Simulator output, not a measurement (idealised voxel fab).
A process module follows: voxel ribs on slabs.
It is cross-section cut that appears here, measuring 285 nm in width, its square cells being 5 nm in size.
Cross-section format: a grid of square cells, given as bands from top to bottom; each band is one or more rows of cells.
Read a band's entry like this: the first values are the height of its top and the height of its bottom in nm, and what follows is the sequence of materials from left to right, each with its width in nm. Note that "air" is empty space, and that a single material marked "throughout" reaches across the band from edge to edge.
A quick word on heights: they are counted from 0, and under that level the wafer as it came to us is one material throughout. The lowest band is different from the rest in having no bottom; it simply continues downward, written as in "0 down".
Width "30..40": first value at the band's top row of cells, second value at its bottom row, equal change from row to row.
Take "remains unaltered" at face value: in the step it is given for, the cross-section changed in none of its cells.
Under "Enclosed void entries" you'll find the enclosed gaps, the ones with no way out to the top, that are 8 cells or bigger; each reads width x height at distance, with distance counted from the left edge, everything in nm.
Whatever follows a step's settings on its line is a remark the simulator itself makes about that step.
What "overlay nm" on a step's line means: if the step has a mask, that mask lay this far to the right of its planned place, or, when the value is negative, to the left.

[Steps planned for the process]
1,RECEIVE,material Si
2,DIRECTIONAL_DEP,material SiO2,thk nm 25
3,DIRECTIONAL_DEP,material polySi,thk nm 25
4,PATTERN,tone cover,mask id RIB,material resist,width nm 30,thk nm 20,overlay nm 0
5,DIRECTIONAL_ETCH,etch materials polySi,depth nm 5
6,STRIP,etch materials resist
7,PATTERN,tone cover,mask id SLAB,material resist,width nm 90,thk nm 15,overlay nm 0
8,DIRECTIONAL_ETCH,etch materials polySi,depth nm 20
9,STRIP,etch materials resist
10,FILL_DEP,material SiO2,thk nm 20
11,CMP,height nm 65
12,DIRECTIONAL_DEP,material W,thk nm 10
13,MASKED_ETCH,tone cover,mask id HEATER,width nm 40,etch materials W,depth nm 10,overlay nm 0
14,CONFORMAL_DEP,material SiO2,thk nm 10

[Cross-section: wafer on arrival = after step 1]
* 0 down  Si throughout
* Enclosed void entries: none

[Figure: cross-sectional view of the wafer upon completion of the module, processed from the initial state and according to the plan depicted above, with one error introduced during execution]
* 85 to 75  110 air  60 SiO2  115 air
* 75 to 65  120 SiO2  40 W  125 SiO2
* 65 to 50  SiO2 throughout
* 50 to 25  W throughout
* 25 to 0  SiO2 throughout
* 0 down  Si throughout
* Enclosed void entries: none
Against the plan, the run slipped here: step 3 went in with a setting other than planned; the actual run was DIRECTIONAL_DEP,material W,thk nm 25
